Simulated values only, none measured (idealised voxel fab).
This section sets out a process module, namely voxel plated lines.
290 nm wide, 5 nm square cells: that's cross-section cut.
Cross-sections here: square-cell grids, written as top-down lists of bands, a band being one or more rows of cells.
Band: top height; bottom height; in nm. Then, left to right: material with width in nm, for each material. "everywhere": a single material spanning edge to edge. "empty": empty space.
Measure heights from 0. That's the level where, below it, the as-received wafer is all one material. The lowest band is bottomless and extends downward; write it as in "from 0 down".
The width entry "30->40" should be interpreted row by row: the top row of cells in the band takes the first number, the bottom row takes the second number, and the change between adjacent rows is uniform throughout.
Key: "nothing different" - step with no changed cell in the cross-section.
Basically, "Entrapped voids" tells you about the enclosed voids: empty spaces with no open way to the top, 8 cells or bigger, each written width x height at distance, where distance is from the left edge, all in nm.
On a step's line, text after the settings is the simulator commenting on that step.
The setting "overlay nm" may be written on the line of a step. When the step uses a mask, the value reports how far to the right of the planned place the mask lay, and a negative value reports that it lay to the left.

PLAN
1,RECEIVE (material Si)
2,CONFORMAL_DEP (material Al2O3; thk nm 10)
3,DIRECTIONAL_DEP (material TiN; thk nm 5)
4,PATTERN (tone open; mask id LINES; material resist; width nm 20; pitch nm 35; thk nm 35; overlay nm 0)
5,EPI (material Ru; thk nm 5)
6,EPI (material Ru; thk nm 5)
7,EPI (material Ru; thk nm 10)
8,STRIP (etch materials resist)
9,DIRECTIONAL_ETCH (etch materials TiN; depth nm 5)
10,CONFORMAL_DEP (material SiCN; thk nm 5)

SO THIS IS THE INCOMING WAFER IN CROSS-SECTION - IT'S ALREADY BEEN THROUGH STEP 1
    from 0 down: Si everywhere
    Entrapped voids: none

STARTING WAFER: ABOVE. PLAN: ABOVE. RUN: ONE MISTAKE. CROSS-SECTION AFTER THE MODULE: BELOW
    from 30 to 25: empty 75 nm / SiCN 30 nm / empty 5 nm / SiCN 30 nm / empty 5 nm / SiCN 30 nm / empty 5 nm / SiCN 30 nm / empty 80 nm
    from 25 to 15: empty 75 nm / SiCN 5 nm / Ru 20 nm / SiCN 5 nm / empty 5 nm / SiCN 5 nm / Ru 20 nm / SiCN 5 nm / empty 5 nm / SiCN 5 nm / Ru 20 nm / SiCN 5 nm / empty 5 nm / SiCN 5 nm / Ru 20 nm / SiCN 5 nm / empty 80 nm
    from 15 to 10: SiCN 80 nm / TiN 20 nm / SiCN 15 nm / TiN 20 nm / SiCN 15 nm / TiN 20 nm / SiCN 15 nm / TiN 20 nm / SiCN 85 nm
    from 10 to 0: Al2O3 everywhere
    from 0 down: Si everywhere
    Entrapped voids: none
Which mistake was made when the wafer was run? step 7 of the plan did not run at all; it was left out
